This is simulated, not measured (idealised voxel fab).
Module name: voxel lift off (process module)
275 nm wide, 5 nm square cells: that's cross-section cut.
In what follows, cross-sections appear as grids of square cells, described through bands that run from the top down, where every band is one or more rows of cells.
What a band's entry tells you: where the top is and where the bottom is, as heights in nm, and after that what lies inside, material by material from left to right, each with its width in nm. Empty space is written as the word "empty", and a single material marked with the word "throughout" occupies the band from edge to edge.
Below 0: as-received wafer, all one material; heights counted from there. Lowest band: no bottom, goes on down, written "from 0 down".
A width such as "30->40" changes by the same amount from each row of cells to the next, from the band's top row to its bottom row.
"nothing got changed" -> step changed no cross-section cell.
If an empty space has no open way to the top and is at least 8 cells in size, "Enclosed cavity list" lists it, written width x height at distance, where distance is measured from the left edge and every value is in nm.
On each step's line, the part that comes after the settings is the simulator's own comment on the step.
On any step carrying a mask, the "overlay nm" setting, if present on the step's line, tells how far right of its planned place the mask lay; negative values point to the left.
[Here's what the planned process steps look like]
step 1: RECEIVE with material Si
step 2: CONFORMAL_DEP with material Al2O3, thk nm 10
step 3: PATTERN with tone open, mask id LINES, material resist, width nm 15, pitch nm 45, thk nm 25, overlay nm 0
step 4: DIRECTIONAL_DEP with material Ru, thk nm 15
step 5: STRIP with etch materials resist
step 6: CONFORMAL_DEP with material SiN, thk nm 10
[Incoming wafer, cross-sectional view, post step 1]
    from 0 down  Si throughout
    Enclosed cavity list: none
[Cross-section: first of two wafers, module finished, run according to plan]
    from 35 to 25  95 of empty, 35 of SiN, 10 of empty, 35 of SiN, 100 of empty
    from 25 to 20  95 of empty, 10 of SiN, 15 of Ru, 10 of SiN, 10 of empty, 10 of SiN, 15 of Ru, 10 of SiN, 100 of empty
    from 20 to 10  105 of SiN, 15 of Ru, 30 of SiN, 15 of Ru, 110 of SiN
    from 10 to 0  Al2O3 throughout
    from 0 down  Si throughout
    Enclosed cavity list: none
[This is the second of the two wafers, cross-sectioned at the end of the module; it started exactly like the first and was given the same plan, but it was run with one mistake]
    from 35 to 20  95 of empty, 35 of SiN, 10 of empty, 35 of SiN, 100 of empty
    from 20 to 10  SiN throughout
    from 10 to 0  Al2O3 throughout
    from 0 down  Si throughout
    Enclosed cavity list: none
Deviation from plan: step 4 ran as: DIRECTIONAL_DEP with material SiN, thk nm 15
Final wafer comparison in cells, second versus first, more or fewer per material: -18 Ru, +18 SiN
